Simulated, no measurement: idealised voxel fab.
The following process module bears the name voxel transistor to metal.
We display cut, a cross-section 270 nm in width whose square cells are each 5 nm.
How to read a cross-section here: the picture is a grid of square cells, written as bands going from the top down, and any band can span one or more rows of cells.
A band entry consists of two parts. The first gives the height of the band's top and the height of its bottom, in nm. The rest lists the band's materials from left to right, each with its width in nm. A single material labelled with the word "all across" fills the band from edge to edge, and the word "empty" marks empty space.
For the purposes of this specification, 0 denotes the height below which the wafer in its as-received condition is composed wholly of one material, and the lowermost band, lacking a lower limit, extends downward without end, as expressed in "from 0 down".
A width such as "30->40" changes by the same amount from each row of cells to the next, from the band's top row to its bottom row.
Step marked "no change"? Then no cell in the cross-section changed in it.
What "Tabulated closed voids" gives you is every empty space of 8 cells or more that is cut off from the top. Each appears as width x height at distance, with the distance taken from the left edge and width, height and distance all in nm.
Whatever follows a step's settings on its line is a remark the simulator itself makes about that step.
overlay nm: on a step with a mask, how far right of its planned place the mask lay; negative means left.
### Process steps foreseen in the plan
- 1: RECEIVE (material Si)
- 2: CONFORMAL_DEP (material SiO2; thk nm 5)
- 3: CONFORMAL_DEP (material SiN; thk nm 15)
- 4: DIRECTIONAL_DEP (material aC; thk nm 10)
- 5: PATTERN (tone cover; mask id ACTIVE; material resist; width nm 105; pitch nm 125; thk nm 30; overlay nm 0)
- 6: DIRECTIONAL_ETCH (etch materials aC; depth nm 10)
- 7: STRIP (etch materials resist)
- 8: DIRECTIONAL_ETCH (etch materials SiN; depth nm 15)
- 9: DIRECTIONAL_ETCH (etch materials SiO2; depth nm 5)
- 10: DIRECTIONAL_ETCH (etch materials Si; depth nm 20)
- 11: STRIP (etch materials aC)
- 12: FILL_DEP (material SiO2; thk nm 10)
- 13: CMP (height nm 20)
- 14: SELECTIVE_ETCH (etch materials SiO2; depth nm 5)
- 15: STRIP (etch materials SiN)
- 16: SELECTIVE_ETCH (etch materials SiO2; depth nm 5)
- 17: OXIDIZE (depth nm 5)
- 18: DIRECTIONAL_DEP (material polySi; thk nm 25)
- 19: DIRECTIONAL_DEP (material SiCN; thk nm 15)
- 20: MASKED_ETCH (tone cover; mask id GATE; width nm 25; pitch nm 125; etch materials SiCN; depth nm 25; overlay nm 0)
- 21: MASKED_ETCH (tone cover; mask id GATE; width nm 25; pitch nm 125; etch materials polySi; depth nm 35; overlay nm 0)
- 22: CONFORMAL_DEP (material SiN; thk nm 5)
- 23: DIRECTIONAL_ETCH (etch materials SiN; depth nm 5)
- 24: DIRECTIONAL_ETCH (etch materials SiO2; depth nm 5)
- 25: DIRECTIONAL_ETCH (etch materials Si; depth nm 10)
- 26: EPI (material nSi; thk nm 10)
- 27: FILL_DEP (material SiO2; thk nm 5)
- 28: CMP (height nm 25)
- 29: STRIP (etch materials polySi)
- 30: SELECTIVE_ETCH (etch materials SiO2; depth nm 5)
- 31: CONFORMAL_DEP (material HfO2; thk nm 5)
- 32: CONFORMAL_DEP (material TiN; thk nm 5)
- 33: FILL_DEP (material W; thk nm 5)
- 34: CMP (height nm 20)
- 35: DIRECTIONAL_DEP (material SiO2; thk nm 10)
- 36: PATTERN (tone open; mask id CONTACT; material resist; width nm 15; thk nm 20; overlay nm 0)
- 37: DIRECTIONAL_ETCH (etch materials SiO2; depth nm 35)
- 38: STRIP (etch materials resist)
- 39: CONFORMAL_DEP (material TiN; thk nm 5)
- 40: FILL_DEP (material Ru; thk nm 10)
- 41: CMP (height nm 30)
- 42: DIRECTIONAL_DEP (material TiN; thk nm 5)
- 43: DIRECTIONAL_DEP (material Ru; thk nm 15)
- 44: MASKED_ETCH (tone cover; mask id METAL_1; width nm 15; etch materials Ru; depth nm 15; overlay nm 0)
- 45: MASKED_ETCH (tone cover; mask id METAL_1; width nm 15; etch materials TiN; depth nm 5; overlay nm 0)
- 46: CONFORMAL_DEP (material SiCN; thk nm 5)
- 47: FILL_DEP (material lowk; thk nm 5)
- 48: CMP (height nm 50)
- 49: CONFORMAL_DEP (material SiCN; thk nm 5)
### As-received wafer cross-section (after step 1)
from 0 down  Si all across
Tabulated closed voids: none
### Wafer cross-section at module end: first of two, run to plan
from 55 to 50  SiCN all across
from 50 to 35  lowk (25) | SiCN (5) | Ru (15) | SiCN (5) | lowk (45) | SiCN (5) | Ru (15) | SiCN (5) | lowk (30) | SiCN (5) | Ru (15) | SiCN (5) | lowk (45) | SiCN (5) | Ru (15) | SiCN (5) | lowk (25)
from 35 to 30  SiCN (30) | TiN (15) | SiCN (55) | TiN (15) | SiCN (40) | TiN (15) | SiCN (55) | TiN (15) | SiCN (30)
from 30 to 20  SiO2 (30) | TiN (5) | Ru (5) | TiN (5) | SiO2 (55) | TiN (5) | Ru (5) | TiN (5) | SiO2 (40) | TiN (5) | Ru (5) | TiN (5) | SiO2 (55) | TiN (5) | Ru (5) | TiN (5) | SiO2 (30)
from 20 to 10  SiO2 (30) | TiN (5) | Ru (5) | TiN (5) | SiO2 (10) | SiN (5) | HfO2 (5) | TiN (5) | W (5) | TiN (5) | HfO2 (5) | SiN (5) | SiO2 (10) | TiN (5) | Ru (5) | TiN (5) | SiO2 (40) | TiN (5) | Ru (5) | TiN (5) | SiO2 (10) | SiN (5) | HfO2 (5) | TiN (5) | W (5) | TiN (5) | HfO2 (5) | SiN (5) | SiO2 (10) | TiN (5) | Ru (5) | TiN (5) | SiO2 (30)
from 10 to 5  SiO2 (15) | SiN (5) | SiO2 (10) | TiN (5) | Ru (5) | TiN (5) | SiO2 (10) | SiN (5) | HfO2 (5) | TiN (5) | W (5) | TiN (5) | HfO2 (5) | SiN (5) | SiO2 (10) | TiN (5) | Ru (5) | TiN (5) | SiO2 (10) | SiN (5) | SiO2 (10) | SiN (5) | SiO2 (10) | TiN (5) | Ru (5) | TiN (5) | SiO2 (10) | SiN (5) | HfO2 (5) | TiN (5) | W (5) | TiN (5) | HfO2 (5) | SiN (5) | SiO2 (10) | TiN (5) | Ru (5) | TiN (5) | SiO2 (10) | SiN (5) | SiO2 (15)
from 5 to 0  SiO2 (15) | SiN (5) | SiO2 (10) | TiN (5) | Ru (5) | TiN (5) | nSi (10) | SiN (5) | HfO2 (5) | TiN (15) | HfO2 (5) | SiN (5) | nSi (10) | TiN (5) | Ru (5) | TiN (5) | SiO2 (10) | SiN (5) | SiO2 (10) | SiN (5) | SiO2 (10) | TiN (5) | Ru (5) | TiN (5) | nSi (10) | SiN (5) | HfO2 (5) | TiN (15) | HfO2 (5) | SiN (5) | nSi (10) | TiN (5) | Ru (5) | TiN (5) | SiO2 (10) | SiN (5) | SiO2 (15)
from 0 to -5  SiO2 (30) | TiN (15) | nSi (10) | HfO2 (35) | nSi (10) | TiN (15) | SiO2 (40) | TiN (15) | nSi (10) | HfO2 (35) | nSi (10) | TiN (15) | SiO2 (30)
from -5 to -15  SiO2 (20) | nSi (35) | Si (35) | nSi (35) | SiO2 (20) | nSi (35) | Si (35) | nSi (35) | SiO2 (20)
from -15 to -20  SiO2 (20) | Si (105) | SiO2 (20) | Si (105) | SiO2 (20)
from -20 down  Si all across
Tabulated closed voids: none
### This is the second of the two wafers, cross-sectioned at the end of the module; it started exactly like the first and was given the same plan, but it was run with one mistake
from 55 to 50  SiCN all across
from 50 to 35  lowk (25) | SiCN (5) | Ru (15) | SiCN (5) | lowk (45) | SiCN (5) | Ru (15) | SiCN (5) | lowk (30) | SiCN (5) | Ru (15) | SiCN (5) | lowk (45) | SiCN (5) | Ru (15) | SiCN (5) | lowk (25)
from 35 to 30  SiCN (30) | TiN (15) | SiCN (55) | TiN (15) | SiCN (40) | TiN (15) | SiCN (55) | TiN (15) | SiCN (30)
from 30 to 20  SiO2 (30) | TiN (5) | Ru (5) | TiN (5) | SiO2 (55) | TiN (5) | Ru (5) | TiN (5) | SiO2 (40) | TiN (5) | Ru (5) | TiN (5) | SiO2 (55) | TiN (5) | Ru (5) | TiN (5) | SiO2 (30)
from 20 to 10  SiO2 (30) | TiN (5) | Ru (5) | TiN (5) | SiO2 (10) | SiN (5) | HfO2 (5) | TiN (5) | W (5) | TiN (5) | HfO2 (5) | SiN (5) | SiO2 (10) | TiN (5) | Ru (5) | TiN (5) | SiO2 (40) | TiN (5) | Ru (5) | TiN (5) | SiO2 (10) | SiN (5) | HfO2 (5) | TiN (5) | W (5) | TiN (5) | HfO2 (5) | SiN (5) | SiO2 (10) | TiN (5) | Ru (5) | TiN (5) | SiO2 (30)
from 10 to 5  SiO2 (20) | SiN (5) | SiO2 (5) | TiN (5) | Ru (5) | TiN (5) | SiO2 (10) | SiN (5) | HfO2 (5) | TiN (5) | W (5) | TiN (5) | HfO2 (5) | SiN (5) | SiO2 (10) | TiN (5) | Ru (5) | TiN (5) | SiO2 (10) | SiN (5) | SiO2 (15) | SiN (5) | SiO2 (5) | TiN (5) | Ru (5) | TiN (5) | SiO2 (10) | SiN (5) | HfO2 (5) | TiN (5) | W (5) | TiN (5) | HfO2 (5) | SiN (5) | SiO2 (10) | TiN (5) | Ru (5) | TiN (5) | SiO2 (10) | SiN (5) | SiO2 (15)
from 5 to 0  SiO2 (20) | SiN (5) | SiO2 (5) | TiN (5) | Ru (5) | TiN (5) | nSi (10) | SiN (5) | HfO2 (5) | TiN (15) | HfO2 (5) | SiN (5) | nSi (10) | TiN (5) | Ru (5) | TiN (5) | SiO2 (10) | SiN (5) | SiO2 (15) | SiN (5) | SiO2 (5) | TiN (5) | Ru (5) | TiN (5) | nSi (10) | SiN (5) | HfO2 (5) | TiN (15) | HfO2 (5) | SiN (5) | nSi (10) | TiN (5) | Ru (5) | TiN (5) | SiO2 (10) | SiN (5) | SiO2 (15)
from 0 to -5  SiO2 (30) | TiN (15) | nSi (10) | HfO2 (35) | nSi (10) | TiN (15) | SiO2 (40) | TiN (15) | nSi (10) | HfO2 (35) | nSi (10) | TiN (15) | SiO2 (30)
from -5 to -15  SiO2 (25) | nSi (30) | Si (35) | nSi (35) | SiO2 (25) | nSi (30) | Si (35) | nSi (35) | SiO2 (20)
from -15 to -20  SiO2 (25) | Si (100) | SiO2 (25) | Si (100) | SiO2 (20)
from -20 down  Si all across
Tabulated closed voids: none
The mistake made against the process plan was this: planned and actual differ for step 5; actual: PATTERN (tone cover; mask id ACTIVE; material resist; width nm 100; pitch nm 125; thk nm 30; overlay nm 0)
It is noted that, at the conclusion of processing, the second wafer exhibits a higher or lower cell count for certain materials relative to the first: 2 fewer of Si; 6 more of SiO2; 4 fewer of nSi
